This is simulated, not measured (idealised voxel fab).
Title: Process Module voxel wiring stack
Displayed cross-section: cut, width of 165 nm, square cells sized 5 nm.
Notation: cross-section as square-cell grid; stated in bands, top first, going down; one or more cell rows per band.
This entry defines a band. It first specifies the height of the band's top and the height of its bottom in nm, and then specifies the band's materials from left to right, stating each material with its width in nm. The word "full width" identifies a single material that fills the band from edge to edge, while the word "blank" identifies empty space.
For the purposes of this specification, 0 denotes the height below which the wafer in its as-received condition is composed wholly of one material, and the lowermost band, lacking a lower limit, extends downward without end, as expressed in "top 0, no bottom".
Per-row width for "30->40": begins at first number (top row of band), ends at second number (bottom row), increment between rows held constant.
Any step labelled "no modification" changed none of the cells in the cross-section.
For the entry "Closed void register", the listed items are empty spaces with no open way to the top whose size is 8 cells or more; each item follows the pattern width x height at distance, where distance is from the left edge and all three are in nm.
What comes after the settings on a step's line is commentary from the simulator itself on that step.
Among the settings permitted on a step's line is "overlay nm"; applied to a step with a mask, it specifies the extent to which the mask lay to the right of its planned position, whereas a negative figure signifies a position to the left.

[Steps in the process plan]
| 1 | RECEIVE [material Si] |
| 2 | CONFORMAL_DEP [material SiO2] [thk nm 10] |
| 3 | DIRECTIONAL_DEP [material TiN] [thk nm 5] |
| 4 | DIRECTIONAL_DEP [material W] [thk nm 25] |
| 5 | PATTERN [tone cover] [mask id METAL_1] [material resist] [width nm 20] [pitch nm 40] [thk nm 15] [overlay nm 0] |
| 6 | DIRECTIONAL_ETCH [etch materials W] [depth nm 25] |
| 7 | DIRECTIONAL_ETCH [etch materials TiN] [depth nm 5] |
| 8 | STRIP [etch materials resist] |
| 9 | CONFORMAL_DEP [material SiCN] [thk nm 5] |
| 10 | FILL_DEP [material lowk] [thk nm 10] |
| 11 | CMP [height nm 40] |
| 12 | CONFORMAL_DEP [material SiCN] [thk nm 5] |
| 13 | DIRECTIONAL_DEP [material SiO2] [thk nm 20] |
| 14 | DIRECTIONAL_DEP [material aC] [thk nm 10] |
| 15 | PATTERN [tone open] [mask id PLUG_1] [material resist] [width nm 15] [pitch nm 40] [thk nm 25] [overlay nm 0] |
| 16 | DIRECTIONAL_ETCH [etch materials aC] [depth nm 10] |
| 17 | STRIP [etch materials resist] |
| 18 | DIRECTIONAL_ETCH [etch materials SiO2] [depth nm 20] |
| 19 | DIRECTIONAL_ETCH [etch materials SiCN] [depth nm 5] |
| 20 | STRIP [etch materials aC] |
| 21 | CONFORMAL_DEP [material TiN] [thk nm 5] |
| 22 | FILL_DEP [material Cu] [thk nm 10] |
| 23 | CMP [height nm 65] |
| 24 | DIRECTIONAL_DEP [material TiN] [thk nm 5] |
| 25 | DIRECTIONAL_DEP [material Ru] [thk nm 15] |
| 26 | PATTERN [tone cover] [mask id METAL_2] [material resist] [width nm 20] [pitch nm 40] [thk nm 20] [overlay nm 0] |
| 27 | DIRECTIONAL_ETCH [etch materials Ru] [depth nm 15] |
| 28 | DIRECTIONAL_ETCH [etch materials TiN] [depth nm 5] |
| 29 | STRIP [etch materials resist] |
| 30 | FILL_DEP [material lowk] [thk nm 10] |
| 31 | CMP [height nm 85] |
| 32 | CONFORMAL_DEP [material SiCN] [thk nm 5] |
| 33 | DIRECTIONAL_DEP [material lowk] [thk nm 20] |
| 34 | PATTERN [tone open] [mask id PLUG_2] [material resist] [width nm 15] [pitch nm 40] [thk nm 15] [overlay nm 0] |
| 35 | DIRECTIONAL_ETCH [etch materials lowk] [depth nm 20] |
| 36 | DIRECTIONAL_ETCH [etch materials SiCN] [depth nm 5] |
| 37 | STRIP [etch materials resist] |
| 38 | EPI [material Ru] [thk nm 10] |
| 39 | EPI [material Ru] [thk nm 10] |
| 40 | EPI [material Ru] [thk nm 5] |
| 41 | DIRECTIONAL_DEP [material TiN] [thk nm 5] |
| 42 | DIRECTIONAL_DEP [material Ru] [thk nm 15] |
| 43 | DIRECTIONAL_DEP [material aC] [thk nm 10] |
| 44 | PATTERN [tone cover] [mask id METAL_3] [material resist] [width nm 20] [pitch nm 40] [thk nm 25] [overlay nm 0] |
| 45 | DIRECTIONAL_ETCH [etch materials aC] [depth nm 10] |
| 46 | STRIP [etch materials resist] |
| 47 | DIRECTIONAL_ETCH [etch materials Ru] [depth nm 15] |
| 48 | DIRECTIONAL_ETCH [etch materials TiN] [depth nm 5] |
| 49 | STRIP [etch materials aC] |
| 50 | CONFORMAL_DEP [material SiN] [thk nm 5] |
| 51 | FILL_DEP [material SiO2] [thk nm 10] |
| 52 | CMP [height nm 130] |
| 53 | CONFORMAL_DEP [material SiCN] [thk nm 5] |
| 54 | DIRECTIONAL_DEP [material lowk] [thk nm 20] |
| 55 | MASKED_ETCH [tone open] [mask id PLUG_3] [width nm 15] [pitch nm 40] [etch materials lowk] [depth nm 20] [overlay nm 0] |
| 56 | MASKED_ETCH [tone open] [mask id PLUG_3] [width nm 15] [pitch nm 40] [etch materials SiCN] [depth nm 5] [overlay nm -15] |
| 57 | EPI [material Ru] [thk nm 10] |
| 58 | EPI [material Ru] [thk nm 10] |
| 59 | EPI [material Ru] [thk nm 5] |
| 60 | DIRECTIONAL_DEP [material TiN] [thk nm 5] |
| 61 | DIRECTIONAL_DEP [material W] [thk nm 15] |
| 62 | MASKED_ETCH [tone cover] [mask id METAL_4] [width nm 20] [pitch nm 40] [etch materials W] [depth nm 15] [overlay nm 0] |
| 63 | MASKED_ETCH [tone cover] [mask id METAL_4] [width nm 20] [pitch nm 40] [etch materials TiN] [depth nm 5] [overlay nm 0] |
| 64 | FILL_DEP [material SiO2] [thk nm 10] |
| 65 | CMP [height nm 175] |
| 66 | CONFORMAL_DEP [material SiCN] [thk nm 5] |
Wafers differ in overlay nm at step 56; plan lists the first wafer's value; identical starting state.

[So this is the first of several wafers, cross-sectioned as it came to us, meaning it's at the end of step 1]
- top 0, no bottom = Si full width
- Closed void register: none

[Wafer rows, end of module: cells per material gained (+) or lost (-) since receipt; closed voids last]
overlay nm -15, +12 Cu, +117 Ru, +165 SiCN, +39 SiN, +327 SiO2, +81 TiN, +96 W, +351 lowk, Closed void register: none
overlay nm -10, +12 Cu, +156 Ru, +162 SiCN, +39 SiN, +291 SiO2, +81 TiN, +96 W, +351 lowk, Closed void register: none
overlay nm -5, +12 Cu, +159 Ru, +159 SiCN, +39 SiN, +291 SiO2, +81 TiN, +96 W, +351 lowk, Closed void register: none
overlay nm 0, +12 Cu, +162 Ru, +156 SiCN, +39 SiN, +291 SiO2, +81 TiN, +96 W, +351 lowk, Closed void register: none
overlay nm 5, +12 Cu, +159 Ru, +159 SiCN, +39 SiN, +291 SiO2, +81 TiN, +96 W, +351 lowk, Closed void register: none
overlay nm 10, +12 Cu, +156 Ru, +162 SiCN, +39 SiN, +291 SiO2, +81 TiN, +96 W, +351 lowk, Closed void register: none
overlay nm 15, +12 Cu, +117 Ru, +165 SiCN, +39 SiN, +327 SiO2, +81 TiN, +96 W, +351 lowk, Closed void register: none
